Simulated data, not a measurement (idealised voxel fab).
This is a process module. Its name is voxel capacitor over wiring.
This is section cut - it's 205 nm across, gridded in 5 nm square cells.
Cross-section spec: square-cell grid; bands listed top down; each band is one or more rows.
Band entry format. Leading values: height of top, height of bottom, nm. Remainder: materials in left-to-right order, each with its width in nm. Special words: "all across" on a single material, which then fills the band edge to edge; "empty", empty space.
Height 0 is the level under which the wafer as received is all one material. The lowest band goes on downwards, as in "z 0 and below".
You'd read "30..40" like this: the band's top row of cells is as wide as the first number, its bottom row is as wide as the second, and going down, every row changes width by the same amount as the row before did.
Take "same as before" at face value: in the step it is given for, the cross-section changed in none of its cells.
"Closed void roster" enumerates empty spaces isolated from the top, with no open way to it, that contain at least 8 cells, giving each as width x height at distance from the left edge, all three in nm.
Formally, on a step line, whatever follows the settings is a remark that the simulator itself makes on the step.
What "overlay nm" on a step's line means: if the step has a mask, that mask lay this far to the right of its planned place, or, when the value is negative, to the left.

Here's what the planned process steps look like
1) RECEIVE with material Si
2) CONFORMAL_DEP with material SiO2, thk nm 10
3) CONFORMAL_DEP with material SiCN, thk nm 5
4) DIRECTIONAL_DEP with material SiO2, thk nm 25
5) PATTERN with tone open, mask id METAL_1, material resist, width nm 20, pitch nm 85, thk nm 15, overlay nm 0
6) DIRECTIONAL_ETCH with etch materials SiO2, depth nm 25
7) DIRECTIONAL_ETCH with etch materials SiCN, depth nm 5
8) STRIP with etch materials resist
9) CONFORMAL_DEP with material TiN, thk nm 5
10) FILL_DEP with material Cu, thk nm 10
11) CMP with height nm 40
12) CONFORMAL_DEP with material SiCN, thk nm 5
13) DIRECTIONAL_DEP with material SiO2, thk nm 20
14) DIRECTIONAL_DEP with material aC, thk nm 15
15) PATTERN with tone open, mask id PLUG_1, material resist, width nm 15, thk nm 30, overlay nm 0
16) DIRECTIONAL_ETCH with etch materials aC, depth nm 15
17) STRIP with etch materials resist
18) DIRECTIONAL_ETCH with etch materials SiO2, depth nm 20
19) DIRECTIONAL_ETCH with etch materials SiCN, depth nm 5
20) STRIP with etch materials aC
21) EPI with material Ru, thk nm 10
22) EPI with material Ru, thk nm 10
23) EPI with material Ru, thk nm 5
24) DIRECTIONAL_DEP with material TiN, thk nm 5
25) DIRECTIONAL_DEP with material Al2O3, thk nm 5
26) DIRECTIONAL_DEP with material TiN, thk nm 5
27) MASKED_ETCH with tone cover, mask id UPPER_PLATE, width nm 70, etch materials TiN, depth nm 5, overlay nm 0
28) MASKED_ETCH with tone cover, mask id UPPER_PLATE, width nm 70, etch materials Al2O3, depth nm 5, overlay nm 0
29) MASKED_ETCH with tone cover, mask id LOWER_PLATE, width nm 80, etch materials TiN, depth nm 5, overlay nm 0
30) FILL_DEP with material SiO2, thk nm 15
31) CMP with height nm 90
32) DIRECTIONAL_DEP with material aC, thk nm 15
33) PATTERN with tone open, mask id PLUG_2, material resist, width nm 15, thk nm 35, overlay nm 0
34) DIRECTIONAL_ETCH with etch materials aC, depth nm 15
35) STRIP with etch materials resist
36) DIRECTIONAL_ETCH with etch materials SiO2, depth nm 10
37) STRIP with etch materials aC
38) CONFORMAL_DEP with material TiN, thk nm 5
39) FILL_DEP with material Cu, thk nm 5
40) CMP with height nm 90
41) CONFORMAL_DEP with material SiCN, thk nm 5

Wafer at receipt (post step 1), cross-section
    z 0 and below: Si all across
    Closed void roster: none

Looking at the first of two wafers in cross-section at end of module - ran to plan
    z 95 to 90: SiCN all across
    z 90 to 85: SiO2: 65 / TiN: 5 / Cu: 5 / TiN: 5 / SiO2: 125
    z 85 to 75: SiO2: 65..55 / TiN: 15..70 / SiO2: 125..80
    z 75 to 70: SiO2: 55 / Al2O3: 70 / SiO2: 80
    z 70 to 65: SiO2: 50 / TiN: 80 / SiO2: 75
    z 65 to 45: SiO2: 55 / Ru: 15 / SiO2: 135
    z 45 to 40: SiCN: 55 / Ru: 15 / SiCN: 135
    z 40 to 15: SiO2: 50 / TiN: 5 / Cu: 10 / TiN: 5 / SiO2: 65 / TiN: 5 / Cu: 10 / TiN: 5 / SiO2: 50
    z 15 to 10: SiCN: 50 / TiN: 20 / SiCN: 65 / TiN: 20 / SiCN: 50
    z 10 to 0: SiO2 all across
    z 0 and below: Si all across
    Closed void roster: none

Cross-sectional image of the second wafer of the two following completion of the module. Starting state and process plan were the same as for the first wafer; one execution error occurred
    z 95 to 90: SiCN all across
    z 90 to 85: SiO2: 65 / TiN: 5 / Cu: 5 / TiN: 5 / SiO2: 125
    z 85 to 80: SiO2: 65 / TiN: 15 / SiO2: 125
    z 80 to 75: SiO2 all across
    z 75 to 70: SiO2: 55 / Al2O3: 70 / SiO2: 80
    z 70 to 65: SiO2: 50 / TiN: 80 / SiO2: 75
    z 65 to 45: SiO2: 55 / Ru: 15 / SiO2: 135
    z 45 to 40: SiCN: 55 / Ru: 15 / SiCN: 135
    z 40 to 15: SiO2: 50 / TiN: 5 / Cu: 10 / TiN: 5 / SiO2: 65 / TiN: 5 / Cu: 10 / TiN: 5 / SiO2: 50
    z 15 to 10: SiCN: 50 / TiN: 20 / SiCN: 65 / TiN: 20 / SiCN: 50
    z 10 to 0: SiO2 all across
    z 0 and below: Si all across
    Closed void roster: none
Plan not followed: step 26 of the plan was bypassed and not carried out
Wrapping up, a cell-based count of both wafers puts the second over or under the first for these materials: +14 SiO2, -14 TiN
